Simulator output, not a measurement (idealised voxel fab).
Process module name: voxel capacitor over wiring
Each square cell in cross-section cut measures 5 nm, and the section as a whole is 225 nm wide.
Cross-section = grid of square cells, listed top down in bands; band = one or more rows.
Per band: top height and bottom height in nm, followed by the left-to-right materials and their widths in nm; "everywhere" marks a single material spanning edge to edge, "empty" marks empty space.
Note: height 0 marks the level under which the wafer is uniformly one material as received. Lowest band unbounded below, written "0..down".
Note: "30->40" means the width goes from the first number (top row of the band) to the second number (bottom row) in equal steps per row of cells.
It should be understood that the words "no modifications", when stated for a given step, signify that the cross-section underwent no change in any of its cells during that step.
"Sealed void list" specifies each empty space that is not open to the top and that occupies no fewer than 8 cells, using the form width x height at distance, the distance measured from the left edge and all three quantities in nm.
Whatever follows a step's settings on its line is a remark the simulator itself makes about that step.
overlay nm: on a step with a mask, how far right of its planned place the mask lay; negative means left.

**Listed below are the process steps as planned**
- 1: RECEIVE [material Si]
- 2: CONFORMAL_DEP [material SiO2] [thk nm 15]
- 3: DIRECTIONAL_DEP [material TiN] [thk nm 5]
- 4: DIRECTIONAL_DEP [material W] [thk nm 15]
- 5: MASKED_ETCH [tone cover] [mask id METAL_1] [width nm 25] [pitch nm 95] [etch materials W] [depth nm 15] [overlay nm 0]
- 6: MASKED_ETCH [tone cover] [mask id METAL_1] [width nm 25] [pitch nm 95] [etch materials TiN] [depth nm 5] [overlay nm 0]
- 7: CONFORMAL_DEP [material SiCN] [thk nm 5]
- 8: FILL_DEP [material lowk] [thk nm 5]
- 9: CMP [height nm 35]
- 10: CONFORMAL_DEP [material SiCN] [thk nm 5]
- 11: DIRECTIONAL_DEP [material lowk] [thk nm 15]
- 12: PATTERN [tone open] [mask id PLUG_1] [material resist] [width nm 15] [thk nm 20] [overlay nm 0]
- 13: DIRECTIONAL_ETCH [etch materials lowk] [depth nm 15]
- 14: DIRECTIONAL_ETCH [etch materials SiCN] [depth nm 5]
- 15: STRIP [etch materials resist]
- 16: CONFORMAL_DEP [material TiN] [thk nm 5]
- 17: FILL_DEP [material Ru] [thk nm 10]
- 18: CMP [height nm 50]
- 19: DIRECTIONAL_DEP [material TiN] [thk nm 5]
- 20: DIRECTIONAL_DEP [material SiN] [thk nm 5]
- 21: DIRECTIONAL_DEP [material TiN] [thk nm 5]
- 22: PATTERN [tone cover] [mask id UPPER_PLATE] [material resist] [width nm 75] [thk nm 15] [overlay nm 0]
- 23: DIRECTIONAL_ETCH [etch materials TiN] [depth nm 5]
- 24: DIRECTIONAL_ETCH [etch materials SiN] [depth nm 5]
- 25: STRIP [etch materials resist]
- 26: MASKED_ETCH [tone cover] [mask id LOWER_PLATE] [width nm 85] [etch materials TiN] [depth nm 5] [overlay nm 0]
- 27: FILL_DEP [material SiO2] [thk nm 20]
- 28: CMP [height nm 85]
- 29: MASKED_ETCH [tone open] [mask id PLUG_2] [width nm 15] [etch materials SiO2] [depth nm 15] [overlay nm 0]
- 30: CONFORMAL_DEP [material TiN] [thk nm 5]
- 31: FILL_DEP [material Ru] [thk nm 10]
- 32: CMP [height nm 85]
- 33: CONFORMAL_DEP [material SiN] [thk nm 5]
Wafers differ in height nm at step 18; plan lists the first wafer's value; identical starting state.

**The first of several wafers as received, shown in cross-section; this is its state after step 1**
    0..down | Si everywhere
    Sealed void list: none

**Per wafer, end of module: cells gained (+) or lost (-) per material since receipt, then closed voids**
height nm 50 | +4 Ru | +89 SiCN | +60 SiN | +394 SiO2 | +56 TiN | +30 W | +177 lowk | Sealed void list: none
height nm 55 | +5 Ru | +89 SiCN | +60 SiN | +349 SiO2 | +58 TiN | +30 W | +219 lowk | Sealed void list: none
height nm 60 | +5 Ru | +89 SiCN | +60 SiN | +307 SiO2 | +100 TiN | +30 W | +219 lowk | Sealed void list: none
height nm 65 | +49 Ru | +89 SiCN | +60 SiN | +265 SiO2 | +98 TiN | +30 W | +219 lowk | Sealed void list: none
height nm 70 | +94 Ru | +89 SiCN | +60 SiN | +223 SiO2 | +95 TiN | +30 W | +219 lowk | Sealed void list: none
